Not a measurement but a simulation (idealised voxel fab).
Proc. module: voxel gate over fins
We display cut, a cross-section 250 nm in width whose square cells are each 5 nm.
Format of a cross-section: grid, square cells. Given as bands. Order: top down. Band: one or more rows of cells.
Within each band entry, the heights of the top and of the bottom of the band appear first, in that order and in nm; the materials of the band then follow from left to right, each with its corresponding width in nm. The designation "all across" on a single material indicates that it fills the band from edge to edge; the designation "empty" indicates empty space.
Counting heights begins at 0, where everything beneath is, in the wafer as received, one material. The lowest band has no bottom; it goes on downwards, as "0 -> down" shows.
When a width is written as two numbers, as in "30 to 40", the first number is the width in the top row of cells of the band and the second is the width in its bottom row, and the width changes by the same amount from each row to the next.
Basically "remains unaltered" means that step didn't change any cell in the cross-section.
"Completely enclosed voids" means: voids of 8 cells or more that are shut off from the top with no open way through. Written width x height at distance, distance from the left edge, in nm.
Whatever follows a step's settings on its line is a remark the simulator itself makes about that step.
Among the settings permitted on a step's line is "overlay nm"; applied to a step with a mask, it specifies the extent to which the mask lay to the right of its planned position, whereas a negative figure signifies a position to the left.

INTENDED PROCESS STEPS
1 RECEIVE (material Si)
2 CONFORMAL_DEP (material SiN; thk nm 5)
3 DIRECTIONAL_DEP (material aC; thk nm 15)
4 PATTERN (tone cover; mask id FINS; material resist; width nm 15; pitch nm 50; thk nm 30; overlay nm -15)
5 DIRECTIONAL_ETCH (etch materials aC; depth nm 15)
6 STRIP (etch materials resist)
7 DIRECTIONAL_ETCH (etch materials SiN; depth nm 5)
8 DIRECTIONAL_ETCH (etch materials Si; depth nm 40)
9 STRIP (etch materials aC)
10 FILL_DEP (material SiO2; thk nm 15)
11 CMP (height nm 5)
12 DIRECTIONAL_DEP (material aC; thk nm 10)
13 PATTERN (tone open; mask id RAIL; material resist; width nm 15; thk nm 25; overlay nm 0)
14 DIRECTIONAL_ETCH (etch materials aC; depth nm 10)
15 STRIP (etch materials resist)
16 DIRECTIONAL_ETCH (etch materials SiO2; depth nm 40)
17 STRIP (etch materials aC)
18 CONFORMAL_DEP (material TiN; thk nm 5)
19 FILL_DEP (material Ru; thk nm 5)
20 CMP (height nm 5)
21 SELECTIVE_ETCH (etch materials W Ru TiN; depth nm 20)
22 FILL_DEP (material SiO2; thk nm 5)
23 CMP (height nm 5)
24 SELECTIVE_ETCH (etch materials SiO2; depth nm 15)
25 STRIP (etch materials SiN)
26 CONFORMAL_DEP (material HfO2; thk nm 5)
27 CONFORMAL_DEP (material TiN; thk nm 5)
28 FILL_DEP (material W; thk nm 15)
29 CMP (height nm 20)
30 CONFORMAL_DEP (material SiN; thk nm 5)
varied across the wafers: overlay nm of step 4. The plan shows the first wafer's value. All wafers start alike

STEP 1 COMPLETE: AS-RECEIVED CROSS-SECTION OF THE FIRST OF SEVERAL WAFERS
0 -> down  Si all across
Completely enclosed voids: none

EACH ROW BELOW IS A WAFER AT THE END OF THE MODULE, LISTING FOR EVERY MATERIAL THE NUMBER OF CELLS IT HAS GAINED (+) OR LOST (-) SINCE IT WAS RECEIVED, FOLLOWED BY ITS CLOSED VOIDS
overlay nm -15 | +62 HfO2 | -328 Si | +50 SiN | +238 SiO2 | +70 TiN | +158 W | Completely enclosed voids: none
overlay nm -10 | +62 HfO2 | +3 Ru | -328 Si | +50 SiN | +234 SiO2 | +71 TiN | +158 W | Completely enclosed voids: none
overlay nm -5 | +62 HfO2 | +3 Ru | -328 Si | +50 SiN | +234 SiO2 | +71 TiN | +158 W | Completely enclosed voids: none
overlay nm 0 | +62 HfO2 | +3 Ru | -328 Si | +50 SiN | +234 SiO2 | +71 TiN | +158 W | Completely enclosed voids: none
overlay nm 5 | +62 HfO2 | +3 Ru | -328 Si | +50 SiN | +234 SiO2 | +71 TiN | +158 W | Completely enclosed voids: none
overlay nm 10 | +62 HfO2 | +3 Ru | -328 Si | +50 SiN | +234 SiO2 | +71 TiN | +158 W | Completely enclosed voids: none
overlay nm 15 | +62 HfO2 | -328 Si | +50 SiN | +238 SiO2 | +70 TiN | +158 W | Completely enclosed voids: none
